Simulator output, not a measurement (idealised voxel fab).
process module | voxel self aligned contacts
cross-section cut | 300 nm wide | cells 5 nm
A cross-section is a grid of square cells, given in bands from the top down. A band is one or more rows of cells.
Each band's line starts with the height of the band's top and of its bottom, in nm. Then come its materials from left to right, each with its width in nm. One material with "throughout" fills the band from edge to edge. "air" is empty space.
Height 0 is the level under which the wafer as received is all one material. The lowest band goes on downwards, as in "0 down".
A width such as "30 to 40" changes by the same amount from each row of cells to the next, from the band's top row to its bottom row.
"no change" after a step means that no cell of the cross-section changed.
closed voids: empty space of 8 cells or more with no open way to the top, each as width x height at its distance from the left edge, in nm
after a step's settings: what the simulator itself notes on the step
overlay nm, on a step with a mask: how far to the right of its planned place the mask lay; to the left if negative
plan
1 op RECEIVE | material Si
2 op OXIDIZE | depth nm 5
3 op DIRECTIONAL_DEP | material polySi | thk nm 20
4 op DIRECTIONAL_DEP | material SiN | thk nm 15
5 op MASKED_ETCH | tone cover | mask id GATE | width nm 25 | pitch nm 60 | etch materials SiN | depth nm 15 | overlay nm 0
6 op MASKED_ETCH | tone cover | mask id GATE | width nm 25 | pitch nm 60 | etch materials polySi | depth nm 20 | overlay nm 0
7 op CONFORMAL_DEP | material SiN | thk nm 5
8 op DIRECTIONAL_ETCH | etch materials SiN | depth nm 5
9 op FILL_DEP | material SiO2 | thk nm 15
10 op CMP | height nm 40
11 op DIRECTIONAL_DEP | material aC | thk nm 10
12 op PATTERN | tone open | mask id CONTACT | material resist | width nm 45 | thk nm 30 | overlay nm 0
13 op DIRECTIONAL_ETCH | etch materials aC | depth nm 10
14 op STRIP | etch materials resist
15 op DIRECTIONAL_ETCH | etch materials SiO2 | depth nm 45
16 op STRIP | etch materials aC
17 op CONFORMAL_DEP | material TiN | thk nm 5
18 op FILL_DEP | material Ru | thk nm 5
19 op CMP | height nm 40
20 op CONFORMAL_DEP | material SiN | thk nm 5
as received, after step 1
  0 down: Si throughout
  closed voids: none
first wafer at the end, as planned
  45 to 40: SiN throughout
  40 to 35: SiO2 125 | TiN 15 | Ru 15 | TiN 15 | SiO2 130
  35 to 20: SiO2 100 | SiN 35 | TiN 5 | Ru 15 | TiN 5 | SiN 35 | SiO2 105
  20 to 0: SiO2 100 | SiN 5 | polySi 25 | SiN 5 | TiN 5 | Ru 15 | TiN 5 | SiN 5 | polySi 25 | SiN 5 | SiO2 105
  0 to -5: SiO2 135 | TiN 25 | SiO2 140
  -5 down: Si throughout
  closed voids: none
second wafer at the end: like start, like plan, one mistake
  45 to 40: SiN throughout
  40 to 35: SiO2 125 | TiN 20 | Ru 10 | TiN 15 | SiO2 130
  35 to 20: SiO2 100 | SiN 40 | TiN 5 | Ru 10 | TiN 5 | SiN 40 | SiO2 100
  20 to 0: SiO2 100 | SiN 5 | polySi 30 | SiN 5 | TiN 5 | Ru 10 | TiN 5 | SiN 5 | polySi 30 | SiN 5 | SiO2 100
  0 to -5: SiO2 140 | TiN 20 | SiO2 140
  -5 down: Si throughout
  closed voids: none
what went wrong: step 5 ran as: op MASKED_ETCH | tone cover | mask id GATE | width nm 30 | pitch nm 60 | etch materials SiN | depth nm 15 | overlay nm 0
at the end the second wafer has, in cells: 8 fewer of Ru | 6 more of SiN | 6 fewer of SiO2 | 8 more of polySi
